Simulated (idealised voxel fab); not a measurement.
Process module in this document: voxel plated lines
Section cut is 215 nm wide and gridded with 5 nm square cells.
How to read a cross-section here: the picture is a grid of square cells, written as bands going from the top down, and any band can span one or more rows of cells. This entry defines a band. It first specifies the height of the band's top and the height of its bottom in nm, and then specifies the band's materials from left to right, stating each material with its width in nm. The word "full width" identifies a single material that fills the band from edge to edge, while the word "empty" identifies empty space. Heights from 0 (as-received wafer is one material below). Bottom band endless downward, as "0 down". A width given as "30..40" starts at the first number in the band's top row and ends at the second number in its bottom row, shifting by an equal amount at every step from row to row. Basically "stayed the same" means that step didn't change any cell in the cross-section. Look at "Closed void catalog" for the closed voids: empty spaces with no open path to the top, sized 8 cells or up. Each is width x height at distance, distance from the left edge, all nm. On a step's line, text after the settings is the simulator commenting on that step. Among the settings permitted on a step's line is "overlay nm"; applied to a step with a mask, it specifies the extent to which the mask lay to the right of its planned position, whereas a negative figure signifies a position to the left.
Process steps - plan
1) op RECEIVE | material Si
2) op CONFORMAL_DEP | material SiO2 | thk nm 15
3) op DIRECTIONAL_DEP | material TiN | thk nm 5
4) op PATTERN | tone open | mask id LINES | material resist | width nm 20 | pitch nm 40 | thk nm 40 | overlay nm 0
5) op EPI | material Ru | thk nm 10
6) op EPI | material Ru | thk nm 5
7) op EPI | material Ru | thk nm 5
8) op STRIP | etch materials resist
9) op DIRECTIONAL_ETCH | etch materials TiN | depth nm 5
10) op CONFORMAL_DEP | material SiN | thk nm 10
Incoming wafer, cross-sectional view, post step 1
> 0 down  Si full width
> Closed void catalog: none
End state of the module in cross-section, given the above starting point and plan and one mistake in execution
> 60 to 50  empty 45 nm | SiN 120 nm | empty 50 nm
> 50 to 35  empty 45 nm | SiN 10 nm | Ru 20 nm | SiN 20 nm | Ru 20 nm | SiN 20 nm | Ru 20 nm | SiN 10 nm | empty 50 nm
> 35 to 30  SiN 55 nm | Ru 20 nm | SiN 20 nm | Ru 20 nm | SiN 20 nm | Ru 20 nm | SiN 60 nm
> 30 to 25  SiN 55 nm | TiN 20 nm | SiN 20 nm | TiN 20 nm | SiN 20 nm | TiN 20 nm | SiN 60 nm
> 25 to 0  SiO2 full width
> 0 down  Si full width
> Closed void catalog: none
So what did we get wrong on this run? step 2 was not run as planned; what actually ran was op CONFORMAL_DEP | material SiO2 | thk nm 25
